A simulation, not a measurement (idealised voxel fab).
process module | voxel ribs on slabs
cross-section cut | 265 nm wide | cells 5 nm
A cross-section is a grid of square cells, given in bands from the top down. A band is one or more rows of cells.
Each band's line starts with the height of the band's top and of its bottom, in nm. Then come its materials from left to right, each with its width in nm. One material with "throughout" fills the band from edge to edge. "air" is empty space.
Height 0 is the level under which the wafer as received is all one material. The lowest band goes on downwards, as in "0 down".
A width such as "30 to 40" changes by the same amount from each row of cells to the next, from the band's top row to its bottom row.
"no change" after a step means that no cell of the cross-section changed.
closed voids: empty space of 8 cells or more with no open way to the top, each as width x height at its distance from the left edge, in nm
after a step's settings: what the simulator itself notes on the step
overlay nm, on a step with a mask: how far to the right of its planned place the mask lay; to the left if negative
Each pair below shows a cross-section before one step and the cross-section after it, down to the lowest band that changed. The line under each pair gives the step between them, with its settings. The pairs can come from different runs of this module on the same starting wafer, so a pair continues from the pair above only where its "before" says so.
before
  0 down: Si throughout
  closed voids: none
after
  25 to 0: SiO2 throughout
  below 0: unchanged
  closed voids: none
the step between: op DIRECTIONAL_DEP | material SiO2 | thk nm 25
before: the cross-section after the pair above
after
  40 to 25: polySi throughout
  below 25: unchanged
  closed voids: none
the step between: op DIRECTIONAL_DEP | material polySi | thk nm 15
before: the cross-section after the pair above
after
  55 to 40: aC throughout
  below 40: unchanged
  closed voids: none
the step between: op DIRECTIONAL_DEP | material aC | thk nm 15
before: the cross-section after the pair above
after
  85 to 55: air 120 | resist 20 | air 125
  below 55: unchanged
  closed voids: none
the step between: op PATTERN | tone cover | mask id RIB | material resist | width nm 20 | thk nm 30 | overlay nm 0
before: the cross-section after the pair above
after
  70 to 55: air 120 | resist 20 | air 125
  55 to 40: air 120 | aC 20 | air 125
  below 40: unchanged
  closed voids: none
the step between: op DIRECTIONAL_ETCH | etch materials aC | depth nm 15
before: the cross-section after the pair above
after
  55 to 40: air 120 | aC 20 | air 125
  below 40: unchanged
  closed voids: none
the step between: op STRIP | etch materials resist
before: the cross-section after the pair above
after
  55 to 40: air 120 | aC 20 | air 125
  40 to 35: air 120 | polySi 20 | air 125
  below 35: unchanged
  closed voids: none
the step between: op DIRECTIONAL_ETCH | etch materials polySi | depth nm 5
before: the cross-section after the pair above
after
  40 to 35: air 120 | polySi 20 | air 125
  below 35: unchanged
  closed voids: none
the step between: op STRIP | etch materials aC
before: the cross-section after the pair above
after
  50 to 45: air 120 | aC 20 | air 125
  45 to 40: aC throughout
  40 to 35: aC 120 | polySi 20 | aC 125
  below 35: unchanged
  closed voids: none
the step between: op DIRECTIONAL_DEP | material aC | thk nm 10
before: the cross-section after the pair above
after
  75 to 50: air 105 | resist 50 | air 110
  50 to 45: air 105 | resist 15 | aC 20 | resist 15 | air 110
  below 45: unchanged
  closed voids: none
the step between: op PATTERN | tone cover | mask id SLAB | material resist | width nm 50 | thk nm 25 | overlay nm 0
before: the cross-section after the pair above
after
  65 to 50: air 105 | resist 50 | air 110
  50 to 45: air 105 | resist 15 | aC 20 | resist 15 | air 110
  45 to 40: air 105 | aC 50 | air 110
  40 to 35: air 105 | aC 15 | polySi 20 | aC 15 | air 110
  below 35: unchanged
  closed voids: none
the step between: op DIRECTIONAL_ETCH | etch materials aC | depth nm 10
before: the cross-section after the pair above
after
  50 to 40: air 120 to 105 | aC 20 to 50 | air 125 to 110
  below 40: unchanged
  closed voids: none
the step between: op STRIP | etch materials resist
before: the cross-section after the pair above
after
  50 to 40: air 120 to 105 | aC 20 to 50 | air 125 to 110
  40 to 35: air 105 | aC 15 | polySi 20 | aC 15 | air 110
  35 to 25: air 105 | polySi 50 | air 110
  below 25: unchanged
  closed voids: none
the step between: op DIRECTIONAL_ETCH | etch materials polySi | depth nm 10
before: the cross-section after the pair above
after
  40 to 35: air 120 | polySi 20 | air 125
  below 35: unchanged
  closed voids: none
the step between: op STRIP | etch materials aC
before: the cross-section after the pair above
after
  70 to 40: SiO2 throughout
  40 to 35: SiO2 120 | polySi 20 | SiO2 125
  35 to 25: SiO2 105 | polySi 50 | SiO2 110
  below 25: unchanged
  closed voids: none
the step between: op FILL_DEP | material SiO2 | thk nm 30
before: the cross-section after the pair above
after
  60 to 40: SiO2 throughout
  below 40: unchanged
  closed voids: none
the step between: op CMP | height nm 60
before: the cross-section after the pair above
after
  70 to 60: W throughout
  below 60: unchanged
  closed voids: none
the step between: op DIRECTIONAL_DEP | material W | thk nm 10
before: the cross-section after the pair above
after
  70 to 60: air 115 | W 30 | air 120
  below 60: unchanged
  closed voids: none
the step between: op MASKED_ETCH | tone cover | mask id HEATER | width nm 30 | etch materials W | depth nm 10 | overlay nm 0
before: the cross-section after the pair above
after
  80 to 70: air 105 | SiO2 50 | air 110
  70 to 60: SiO2 115 | W 30 | SiO2 120
  below 60: unchanged
  closed voids: none
the step between: op CONFORMAL_DEP | material SiO2 | thk nm 10
before
  40 to 25: polySi throughout
  25 to 0: SiO2 throughout
  0 down: Si throughout
  closed voids: none
after
  55 to 25: polySi throughout
  below 25: unchanged
  closed voids: none
the step between: op DIRECTIONAL_DEP | material polySi | thk nm 15
before: the cross-section after the pair above
after
  70 to 55: aC throughout
  below 55: unchanged
  closed voids: none
the step between: op DIRECTIONAL_DEP | material aC | thk nm 15
before: the cross-section after the pair above
after
  100 to 70: air 120 | resist 20 | air 125
  below 70: unchanged
  closed voids: none
the step between: op PATTERN | tone cover | mask id RIB | material resist | width nm 20 | thk nm 30 | overlay nm 0
before: the cross-section after the pair above
after
  85 to 70: air 120 | resist 20 | air 125
  70 to 55: air 120 | aC 20 | air 125
  below 55: unchanged
  closed voids: none
the step between: op DIRECTIONAL_ETCH | etch materials aC | depth nm 15
before: the cross-section after the pair above
after
  70 to 55: air 120 | aC 20 | air 125
  below 55: unchanged
  closed voids: none
the step between: op STRIP | etch materials resist
before: the cross-section after the pair above
after
  70 to 55: air 120 | aC 20 | air 125
  55 to 50: air 120 | polySi 20 | air 125
  below 50: unchanged
  closed voids: none
the step between: op DIRECTIONAL_ETCH | etch materials polySi | depth nm 5
before: the cross-section after the pair above
after
  55 to 50: air 120 | polySi 20 | air 125
  below 50: unchanged
  closed voids: none
the step between: op STRIP | etch materials aC
before: the cross-section after the pair above
after
  65 to 60: air 120 | aC 20 | air 125
  60 to 55: aC throughout
  55 to 50: aC 120 | polySi 20 | aC 125
  below 50: unchanged
  closed voids: none
the step between: op DIRECTIONAL_DEP | material aC | thk nm 10
before: the cross-section after the pair above
after
  90 to 65: air 105 | resist 50 | air 110
  65 to 60: air 105 | resist 15 | aC 20 | resist 15 | air 110
  below 60: unchanged
  closed voids: none
the step between: op PATTERN | tone cover | mask id SLAB | material resist | width nm 50 | thk nm 25 | overlay nm 0
before: the cross-section after the pair above
after
  80 to 65: air 105 | resist 50 | air 110
  65 to 60: air 105 | resist 15 | aC 20 | resist 15 | air 110
  60 to 55: air 105 | aC 50 | air 110
  55 to 50: air 105 | aC 15 | polySi 20 | aC 15 | air 110
  below 50: unchanged
  closed voids: none
the step between: op DIRECTIONAL_ETCH | etch materials aC | depth nm 10
before: the cross-section after the pair above
after
  65 to 55: air 120 to 105 | aC 20 to 50 | air 125 to 110
  below 55: unchanged
  closed voids: none
the step between: op STRIP | etch materials resist
before: the cross-section after the pair above
after
  65 to 55: air 120 to 105 | aC 20 to 50 | air 125 to 110
  55 to 50: air 105 | aC 15 | polySi 20 | aC 15 | air 110
  50 to 40: air 105 | polySi 50 | air 110
  below 40: unchanged
  closed voids: none
the step between: op DIRECTIONAL_ETCH | etch materials polySi | depth nm 10
before: the cross-section after the pair above
after
  55 to 50: air 120 | polySi 20 | air 125
  below 50: unchanged
  closed voids: none
the step between: op STRIP | etch materials aC
before: the cross-section after the pair above
after
  85 to 55: SiO2 throughout
  55 to 50: SiO2 120 | polySi 20 | SiO2 125
  50 to 40: SiO2 105 | polySi 50 | SiO2 110
  below 40: unchanged
  closed voids: none
the step between: op FILL_DEP | material SiO2 | thk nm 30
before: the cross-section after the pair above
after
  60 to 55: SiO2 throughout
  below 55: unchanged
  closed voids: none
the step between: op CMP | height nm 60
before: the cross-section after the pair above
after
  70 to 60: W throughout
  below 60: unchanged
  closed voids: none
the step between: op DIRECTIONAL_DEP | material W | thk nm 10
before: the cross-section after the pair above
after
  70 to 60: air 115 | W 30 | air 120
  below 60: unchanged
  closed voids: none
the step between: op MASKED_ETCH | tone cover | mask id HEATER | width nm 30 | etch materials W | depth nm 10 | overlay nm 0
before: the cross-section after the pair above
after
  80 to 70: air 105 | SiO2 50 | air 110
  70 to 60: SiO2 115 | W 30 | SiO2 120
  below 60: unchanged
  closed voids: none
the step between: op CONFORMAL_DEP | material SiO2 | thk nm 10
before
  0 down: Si throughout
  closed voids: none
after
  15 to 0: polySi throughout
  below 0: unchanged
  closed voids: none
the step between: op DIRECTIONAL_DEP | material polySi | thk nm 15
before: the cross-section after the pair above
after
  40 to 15: SiO2 throughout
  below 15: unchanged
  closed voids: none
the step between: op DIRECTIONAL_DEP | material SiO2 | thk nm 25
before: the cross-section after the pair above
after
  55 to 40: aC throughout
  below 40: unchanged
  closed voids: none
the step between: op DIRECTIONAL_DEP | material aC | thk nm 15
before: the cross-section after the pair above
after
  85 to 55: air 120 | resist 20 | air 125
  below 55: unchanged
  closed voids: none
the step between: op PATTERN | tone cover | mask id RIB | material resist | width nm 20 | thk nm 30 | overlay nm 0
before: the cross-section after the pair above
after
  70 to 55: air 120 | resist 20 | air 125
  55 to 40: air 120 | aC 20 | air 125
  below 40: unchanged
  closed voids: none
the step between: op DIRECTIONAL_ETCH | etch materials aC | depth nm 15
before: the cross-section after the pair above
after
  55 to 40: air 120 | aC 20 | air 125
  below 40: unchanged
  closed voids: none
the step between: op STRIP | etch materials resist
before: the cross-section after the pair above
after
  40 to 15: SiO2 throughout
  below 15: unchanged
  closed voids: none
the step between: op STRIP | etch materials aC
before: the cross-section after the pair above
after
  50 to 40: aC throughout
  below 40: unchanged
  closed voids: none
the step between: op DIRECTIONAL_DEP | material aC | thk nm 10
before: the cross-section after the pair above
after
  75 to 50: air 105 | resist 50 | air 110
  below 50: unchanged
  closed voids: none
the step between: op PATTERN | tone cover | mask id SLAB | material resist | width nm 50 | thk nm 25 | overlay nm 0
before: the cross-section after the pair above
after
  65 to 50: air 105 | resist 50 | air 110
  50 to 40: air 105 | aC 50 | air 110
  below 40: unchanged
  closed voids: none
the step between: op DIRECTIONAL_ETCH | etch materials aC | depth nm 10
before: the cross-section after the pair above
after
  50 to 40: air 105 | aC 50 | air 110
  below 40: unchanged
  closed voids: none
the step between: op STRIP | etch materials resist
before: the cross-section after the pair above
after
  40 to 15: SiO2 throughout
  below 15: unchanged
  closed voids: none
the step between: op STRIP | etch materials aC
before: the cross-section after the pair above
after
  70 to 15: SiO2 throughout
  below 15: unchanged
  closed voids: none
the step between: op FILL_DEP | material SiO2 | thk nm 30
before: the cross-section after the pair above
after
  60 to 15: SiO2 throughout
  below 15: unchanged
  closed voids: none
the step between: op CMP | height nm 60
before: the cross-section after the pair above
after
  70 to 60: W throughout
  below 60: unchanged
  closed voids: none
the step between: op DIRECTIONAL_DEP | material W | thk nm 10
before: the cross-section after the pair above
after
  70 to 60: air 115 | W 30 | air 120
  below 60: unchanged
  closed voids: none
the step between: op MASKED_ETCH | tone cover | mask id HEATER | width nm 30 | etch materials W | depth nm 10 | overlay nm 0
before: the cross-section after the pair above
after
  80 to 70: air 105 | SiO2 50 | air 110
  70 to 60: SiO2 115 | W 30 | SiO2 120
  below 60: unchanged
  closed voids: none
the step between: op CONFORMAL_DEP | material SiO2 | thk nm 10
before
  60 to 40: SiO2 throughout
  40 to 35: SiO2 120 | polySi 20 | SiO2 125
  35 to 25: SiO2 105 | polySi 50 | SiO2 110
  25 to 0: SiO2 throughout
  0 down: Si throughout
  closed voids: none
after
  65 to 60: W throughout
  below 60: unchanged
  closed voids: none
the step between: op DIRECTIONAL_DEP | material W | thk nm 5
before: the cross-section after the pair above
after
  65 to 60: air 115 | W 30 | air 120
  below 60: unchanged
  closed voids: none
the step between: op MASKED_ETCH | tone cover | mask id HEATER | width nm 30 | etch materials W | depth nm 10 | overlay nm 0
before: the cross-section after the pair above
after
  75 to 70: air 105 | SiO2 50 | air 110
  70 to 65: SiO2 throughout
  65 to 60: SiO2 115 | W 30 | SiO2 120
  below 60: unchanged
  closed voids: none
the step between: op CONFORMAL_DEP | material SiO2 | thk nm 10
before
  70 to 60: W throughout
  60 to 40: SiO2 throughout
  40 to 35: SiO2 120 | polySi 20 | SiO2 125
  35 to 25: SiO2 105 | polySi 50 | SiO2 110
  25 to 0: SiO2 throughout
  0 down: Si throughout
  closed voids: none
after
  70 to 60: air 115 | W 35 | air 115
  below 60: unchanged
  closed voids: none
the step between: op MASKED_ETCH | tone cover | mask id HEATER | width nm 35 | etch materials W | depth nm 10 | overlay nm 0
before: the cross-section after the pair above
after
  80 to 70: air 105 | SiO2 55 | air 105
  70 to 60: SiO2 115 | W 35 | SiO2 115
  below 60: unchanged
  closed voids: none
the step between: op CONFORMAL_DEP | material SiO2 | thk nm 10
before
  55 to 40: aC throughout
  40 to 25: polySi throughout
  25 to 0: SiO2 throughout
  0 down: Si throughout
  closed voids: none
after
  85 to 55: air 110 | resist 20 | air 135
  below 55: unchanged
  closed voids: none
the step between: op PATTERN | tone cover | mask id RIB | material resist | width nm 20 | thk nm 30 | overlay nm -10
before: the cross-section after the pair above
after
  70 to 55: air 110 | resist 20 | air 135
  55 to 40: air 110 | aC 20 | air 135
  below 40: unchanged
  closed voids: none
the step between: op DIRECTIONAL_ETCH | etch materials aC | depth nm 15
before: the cross-section after the pair above
after
  55 to 40: air 110 | aC 20 | air 135
  below 40: unchanged
  closed voids: none
the step between: op STRIP | etch materials resist
before: the cross-section after the pair above
after
  55 to 40: air 110 | aC 20 | air 135
  40 to 35: air 110 | polySi 20 | air 135
  below 35: unchanged
  closed voids: none
the step between: op DIRECTIONAL_ETCH | etch materials polySi | depth nm 5
before: the cross-section after the pair above
after
  40 to 35: air 110 | polySi 20 | air 135
  below 35: unchanged
  closed voids: none
the step between: op STRIP | etch materials aC
before: the cross-section after the pair above
after
  50 to 45: air 110 | aC 20 | air 135
  45 to 40: aC throughout
  40 to 35: aC 110 | polySi 20 | aC 135
  below 35: unchanged
  closed voids: none
the step between: op DIRECTIONAL_DEP | material aC | thk nm 10
before: the cross-section after the pair above
after
  75 to 50: air 105 | resist 50 | air 110
  50 to 45: air 105 | resist 5 | aC 20 | resist 25 | air 110
  below 45: unchanged
  closed voids: none
the step between: op PATTERN | tone cover | mask id SLAB | material resist | width nm 50 | thk nm 25 | overlay nm 0
before: the cross-section after the pair above
after
  65 to 50: air 105 | resist 50 | air 110
  50 to 45: air 105 | resist 5 | aC 20 | resist 25 | air 110
  45 to 40: air 105 | aC 50 | air 110
  40 to 35: air 105 | aC 5 | polySi 20 | aC 25 | air 110
  below 35: unchanged
  closed voids: none
the step between: op DIRECTIONAL_ETCH | etch materials aC | depth nm 10
before: the cross-section after the pair above
after
  50 to 40: air 110 to 105 | aC 20 to 50 | air 135 to 110
  below 40: unchanged
  closed voids: none
the step between: op STRIP | etch materials resist
before: the cross-section after the pair above
after
  50 to 40: air 110 to 105 | aC 20 to 50 | air 135 to 110
  40 to 35: air 105 | aC 5 | polySi 20 | aC 25 | air 110
  35 to 25: air 105 | polySi 50 | air 110
  below 25: unchanged
  closed voids: none
the step between: op DIRECTIONAL_ETCH | etch materials polySi | depth nm 10
before: the cross-section after the pair above
after
  40 to 35: air 110 | polySi 20 | air 135
  below 35: unchanged
  closed voids: none
the step between: op STRIP | etch materials aC
before: the cross-section after the pair above
after
  70 to 40: SiO2 throughout
  40 to 35: SiO2 110 | polySi 20 | SiO2 135
  35 to 25: SiO2 105 | polySi 50 | SiO2 110
  below 25: unchanged
  closed voids: none
the step between: op FILL_DEP | material SiO2 | thk nm 30
before: the cross-section after the pair above
after
  60 to 40: SiO2 throughout
  below 40: unchanged
  closed voids: none
the step between: op CMP | height nm 60
before: the cross-section after the pair above
after
  70 to 60: W throughout
  below 60: unchanged
  closed voids: none
the step between: op DIRECTIONAL_DEP | material W | thk nm 10
before: the cross-section after the pair above
after
  70 to 60: air 115 | W 30 | air 120
  below 60: unchanged
  closed voids: none
the step between: op MASKED_ETCH | tone cover | mask id HEATER | width nm 30 | etch materials W | depth nm 10 | overlay nm 0
before: the cross-section after the pair above
after
  80 to 70: air 105 | SiO2 50 | air 110
  70 to 60: SiO2 115 | W 30 | SiO2 120
  below 60: unchanged
  closed voids: none
the step between: op CONFORMAL_DEP | material SiO2 | thk nm 10
before
  55 to 25: polySi throughout
  25 to 0: SiO2 throughout
  0 down: Si throughout
  closed voids: none
after
  85 to 55: air 120 | resist 20 | air 125
  below 55: unchanged
  closed voids: none
the step between: op PATTERN | tone cover | mask id RIB | material resist | width nm 20 | thk nm 30 | overlay nm 0
before: the cross-section after the pair above
after
  70 to 55: air 120 | resist 20 | air 125
  below 55: unchanged
  closed voids: none
the step between: op DIRECTIONAL_ETCH | etch materials aC | depth nm 15
before: the cross-section after the pair above
after
  55 to 25: polySi throughout
  below 25: unchanged
  closed voids: none
the step between: op STRIP | etch materials resist
before: the cross-section after the pair above
after
  50 to 25: polySi throughout
  below 25: unchanged
  closed voids: none
the step between: op DIRECTIONAL_ETCH | etch materials polySi | depth nm 5
before: the cross-section after the pair above
after
  60 to 50: aC throughout
  below 50: unchanged
  closed voids: none
the step between: op DIRECTIONAL_DEP | material aC | thk nm 10
before: the cross-section after the pair above
after
  85 to 60: air 105 | resist 50 | air 110
  below 60: unchanged
  closed voids: none
the step between: op PATTERN | tone cover | mask id SLAB | material resist | width nm 50 | thk nm 25 | overlay nm 0
before: the cross-section after the pair above
after
  75 to 60: air 105 | resist 50 | air 110
  60 to 50: air 105 | aC 50 | air 110
  below 50: unchanged
  closed voids: none
the step between: op DIRECTIONAL_ETCH | etch materials aC | depth nm 10
before: the cross-section after the pair above
after
  60 to 50: air 105 | aC 50 | air 110
  below 50: unchanged
  closed voids: none
the step between: op STRIP | etch materials resist
before: the cross-section after the pair above
after
  60 to 50: air 105 | aC 50 | air 110
  50 to 40: air 105 | polySi 50 | air 110
  below 40: unchanged
  closed voids: none
the step between: op DIRECTIONAL_ETCH | etch materials polySi | depth nm 10
before: the cross-section after the pair above
after
  50 to 40: air 105 | polySi 50 | air 110
  below 40: unchanged
  closed voids: none
the step between: op STRIP | etch materials aC
before: the cross-section after the pair above
after
  80 to 50: SiO2 throughout
  50 to 40: SiO2 105 | polySi 50 | SiO2 110
  below 40: unchanged
  closed voids: none
the step between: op FILL_DEP | material SiO2 | thk nm 30
before: the cross-section after the pair above
after
  60 to 50: SiO2 throughout
  below 50: unchanged
  closed voids: none
the step between: op CMP | height nm 60
before: the cross-section after the pair above
after
  70 to 60: W throughout
  below 60: unchanged
  closed voids: none
the step between: op DIRECTIONAL_DEP | material W | thk nm 10
before: the cross-section after the pair above
after
  70 to 60: air 115 | W 30 | air 120
  below 60: unchanged
  closed voids: none
the step between: op MASKED_ETCH | tone cover | mask id HEATER | width nm 30 | etch materials W | depth nm 10 | overlay nm 0
before: the cross-section after the pair above
after
  80 to 70: air 105 | SiO2 50 | air 110
  70 to 60: SiO2 115 | W 30 | SiO2 120
  below 60: unchanged
  closed voids: none
the step between: op CONFORMAL_DEP | material SiO2 | thk nm 10
before
  50 to 45: air 120 | aC 20 | air 125
  45 to 40: aC throughout
  40 to 35: aC 120 | polySi 20 | aC 125
  35 to 25: polySi throughout
  25 to 0: SiO2 throughout
  0 down: Si throughout
  closed voids: none
after
  75 to 50: resist 105 | air 50 | resist 110
  50 to 45: resist 105 | air 15 | aC 20 | air 15 | resist 110
  below 45: unchanged
  closed voids: none
the step between: op PATTERN | tone open | mask id SLAB | material resist | width nm 50 | thk nm 25 | overlay nm 0
before: the cross-section after the pair above
after
  65 to 45: resist 105 | air 50 | resist 110
  45 to 40: aC 105 | air 50 | aC 110
  40 to 35: aC 105 | air 15 | polySi 20 | air 15 | aC 110
  below 35: unchanged
  closed voids: none
the step between: op DIRECTIONAL_ETCH | etch materials aC | depth nm 10
before: the cross-section after the pair above
after
  45 to 40: aC 105 | air 50 | aC 110
  below 40: unchanged
  closed voids: none
the step between: op STRIP | etch materials resist
before: the cross-section after the pair above
after
  45 to 35: aC 105 | air 50 | aC 110
  35 to 30: polySi 105 | air 50 | polySi 110
  30 to 25: polySi 105 | air 15 | polySi 20 | air 15 | polySi 110
  below 25: unchanged
  closed voids: none
the step between: op DIRECTIONAL_ETCH | etch materials polySi | depth nm 10
before: the cross-section after the pair above
after
  35 to 30: polySi 105 | air 50 | polySi 110
  below 30: unchanged
  closed voids: none
the step between: op STRIP | etch materials aC
before: the cross-section after the pair above
after
  65 to 35: SiO2 throughout
  35 to 30: polySi 105 | SiO2 50 | polySi 110
  30 to 25: polySi 105 | SiO2 15 | polySi 20 | SiO2 15 | polySi 110
  below 25: unchanged
  closed voids: none
the step between: op FILL_DEP | material SiO2 | thk nm 30
before: the cross-section after the pair above
after
  60 to 35: SiO2 throughout
  below 35: unchanged
  closed voids: none
the step between: op CMP | height nm 60
before: the cross-section after the pair above
after
  70 to 60: W throughout
  below 60: unchanged
  closed voids: none
the step between: op DIRECTIONAL_DEP | material W | thk nm 10
before: the cross-section after the pair above
after
  70 to 60: air 115 | W 30 | air 120
  below 60: unchanged
  closed voids: none
the step between: op MASKED_ETCH | tone cover | mask id HEATER | width nm 30 | etch materials W | depth nm 10 | overlay nm 0
before: the cross-section after the pair above
after
  80 to 70: air 105 | SiO2 50 | air 110
  70 to 60: SiO2 115 | W 30 | SiO2 120
  below 60: unchanged
  closed voids: none
the step between: op CONFORMAL_DEP | material SiO2 | thk nm 10
